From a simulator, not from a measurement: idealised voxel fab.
process module | voxel local oxidation
Square cells of 5 nm make up the cross-section cut, whose width is 220 nm.
When this document writes out a cross-section, it uses a grid of square cells and lists it as bands, beginning at the top and moving down, with a band standing for one or more rows of cells. It is stipulated that each band's entry specify, in nanometres, the height of the top of the band and then that of its bottom, followed by the materials of the band in left-to-right sequence, each together with its width in nanometres. A single material marked by the word "all across" is understood to fill the band from edge to edge; the word "empty" is understood to denote empty space. Heads up on the height convention: 0 is the point under which the incoming wafer is all one material, and the lowest band has no bottom, it just keeps going down, like "0 nm and below". Read "30 to 40" as a graded width: first number on top, second number at the bottom, same change between each pair of neighbouring rows. The cross-section has no changed cell in any step marked "no modification". Any empty space of 8 cells or more lacking an open way to the top shows up in "Closed empty spaces" as width x height at distance, distance from the left edge, in nm. Post-settings text on a step line: simulator's own remark regarding the step. The "overlay nm" setting may appear on a step's line; for a step that uses a mask, it gives how far to the right of its planned position the mask lay, and a negative value indicates the left.

### These are the steps we planned for the process
step 1: RECEIVE: material Si
step 2: OXIDIZE: depth nm 5
step 3: CONFORMAL_DEP: material SiN, thk nm 15
step 4: PATTERN: tone cover, mask id ACTIVE, material resist, width nm 110, thk nm 15, overlay nm 0
step 5: DIRECTIONAL_ETCH: etch materials SiN, depth nm 15
step 6: STRIP: etch materials resist
step 7: SELECTIVE_ETCH: etch materials SiO2, depth nm 5
step 8: OXIDIZE: depth nm 5
step 9: STRIP: etch materials SiN
For this document, wafers share an identical start and vary in the step 8 depth nm; the plan quotes the first wafer's value.

### The first of several wafers as received, shown in cross-section; this is its state after step 1
* 0 nm and below: Si all across
* Closed empty spaces: none

### First wafer of several, cross-section, module end, after step 9 (last)
* 0 nm to -5 nm: 60 empty  100 SiO2  60 empty
* -5 nm to -10 nm: 65 SiO2  90 Si  65 SiO2
* -10 nm and below: Si all across
* Closed empty spaces: none

### Cross-section of the last wafer at end of module
* 0 nm to -5 nm: 60 empty  100 SiO2  60 empty
* -5 nm to -30 nm: 85 SiO2  50 Si  85 SiO2
* -30 nm and below: Si all across
* Closed empty spaces: none

### The following table contains a row per wafer, in which are reported, at the conclusion of the module, the cells of each material gained (+) or lost (-) since the wafer's receipt, with its closed voids given thereafter
depth nm 5 | -70 Si | +46 SiO2 | Closed empty spaces: none
depth nm 10 | -100 Si | +76 SiO2 | Closed empty spaces: none
depth nm 15 | -134 Si | +110 SiO2 | Closed empty spaces: none
depth nm 20 | -172 Si | +148 SiO2 | Closed empty spaces: none
depth nm 25 | -214 Si | +190 SiO2 | Closed empty spaces: none
